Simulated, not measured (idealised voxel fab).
process module | voxel plated lines
cross-section cut | 270 nm wide | cells 5 nm
A cross-section is a grid of square cells, given in bands from the top down. A band is one or more rows of cells.
Each band's line starts with the height of the band's top and of its bottom, in nm. Then come its materials from left to right, each with its width in nm. One material with "throughout" fills the band from edge to edge. "air" is empty space.
Height 0 is the level under which the wafer as received is all one material. The lowest band goes on downwards, as in "0 down".
A width such as "30 to 40" changes by the same amount from each row of cells to the next, from the band's top row to its bottom row.
"no change" after a step means that no cell of the cross-section changed.
closed voids: empty space of 8 cells or more with no open way to the top, each as width x height at its distance from the left edge, in nm
after a step's settings: what the simulator itself notes on the step
overlay nm, on a step with a mask: how far to the right of its planned place the mask lay; to the left if negative
plan
1 op RECEIVE | material Si
2 op CONFORMAL_DEP | material SiO2 | thk nm 15
3 op DIRECTIONAL_DEP | material TiN | thk nm 5
4 op PATTERN | tone open | mask id LINES | material resist | width nm 15 | pitch nm 35 | thk nm 15 | overlay nm 0
5 op EPI | material Ru | thk nm 10
6 op STRIP | etch materials resist
7 op DIRECTIONAL_ETCH | etch materials TiN | depth nm 5
8 op CONFORMAL_DEP | material SiO2 | thk nm 5
varied across the wafers: thk nm of step 8. The plan shows the first wafer's value. All wafers start alike
first wafer as received, after step 1
  0 down: Si throughout
  closed voids: none
first wafer at the end, after step 8
  35 to 30: air 85 | SiO2 25 | air 10 | SiO2 25 | air 10 | SiO2 25 | air 90
  30 to 20: air 85 | SiO2 5 | Ru 15 | SiO2 5 | air 10 | SiO2 5 | Ru 15 | SiO2 5 | air 10 | SiO2 5 | Ru 15 | SiO2 5 | air 90
  20 to 15: SiO2 90 | TiN 15 | SiO2 20 | TiN 15 | SiO2 20 | TiN 15 | SiO2 95
  15 to 0: SiO2 throughout
  0 down: Si throughout
  closed voids: none
last wafer at the end
  55 to 40: air 65 | SiO2 135 | air 70
  40 to 30: SiO2 throughout
  30 to 20: SiO2 90 | Ru 15 | SiO2 20 | Ru 15 | SiO2 20 | Ru 15 | SiO2 95
  20 to 15: SiO2 90 | TiN 15 | SiO2 20 | TiN 15 | SiO2 20 | TiN 15 | SiO2 95
  15 to 0: SiO2 throughout
  0 down: Si throughout
  closed voids: none
each wafer at the end: cells of each material gained (+) or lost (-) since it was received, then its closed voids
thk nm 5 | +18 Ru | +234 SiO2 | +9 TiN | closed voids: none
thk nm 10 | +18 Ru | +306 SiO2 | +9 TiN | closed voids: none
thk nm 15 | +18 Ru | +366 SiO2 | +9 TiN | closed voids: none
thk nm 20 | +18 Ru | +426 SiO2 | +9 TiN | closed voids: none
thk nm 25 | +18 Ru | +486 SiO2 | +9 TiN | closed voids: none
